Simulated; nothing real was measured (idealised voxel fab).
process module | voxel spacer lines
cross-section cut | 225 nm wide | cells 5 nm
A cross-section is a grid of square cells, given in bands from the top down. A band is one or more rows of cells.
Each band's line starts with the height of the band's top and of its bottom, in nm. Then come its materials from left to right, each with its width in nm. One material with "throughout" fills the band from edge to edge. "air" is empty space.
Height 0 is the level under which the wafer as received is all one material. The lowest band goes on downwards, as in "0 down".
A width such as "30 to 40" changes by the same amount from each row of cells to the next, from the band's top row to its bottom row.
"no change" after a step means that no cell of the cross-section changed.
closed voids: empty space of 8 cells or more with no open way to the top, each as width x height at its distance from the left edge, in nm
after a step's settings: what the simulator itself notes on the step
overlay nm, on a step with a mask: how far to the right of its planned place the mask lay; to the left if negative
plan
1 op RECEIVE | material Si
2 op CONFORMAL_DEP | material Al2O3 | thk nm 5
3 op DIRECTIONAL_DEP | material polySi | thk nm 20
4 op DIRECTIONAL_DEP | material aC | thk nm 20
5 op PATTERN | tone cover | mask id MANDREL | material resist | width nm 20 | pitch nm 70 | thk nm 25 | overlay nm 0
6 op DIRECTIONAL_ETCH | etch materials aC | depth nm 20
7 op STRIP | etch materials resist
8 op CONFORMAL_DEP | material SiN | thk nm 15
9 op DIRECTIONAL_ETCH | etch materials SiN | depth nm 15
10 op STRIP | etch materials aC
11 op DIRECTIONAL_ETCH | etch materials polySi | depth nm 20
12 op STRIP | etch materials SiN
as received, after step 1
  0 down: Si throughout
  closed voids: none
a wafer at the end: this start, this plan, one mistake
  25 to 5: aC throughout
  5 to 0: Al2O3 throughout
  0 down: Si throughout
  closed voids: none
what went wrong: steps 3 and 4 were swapped
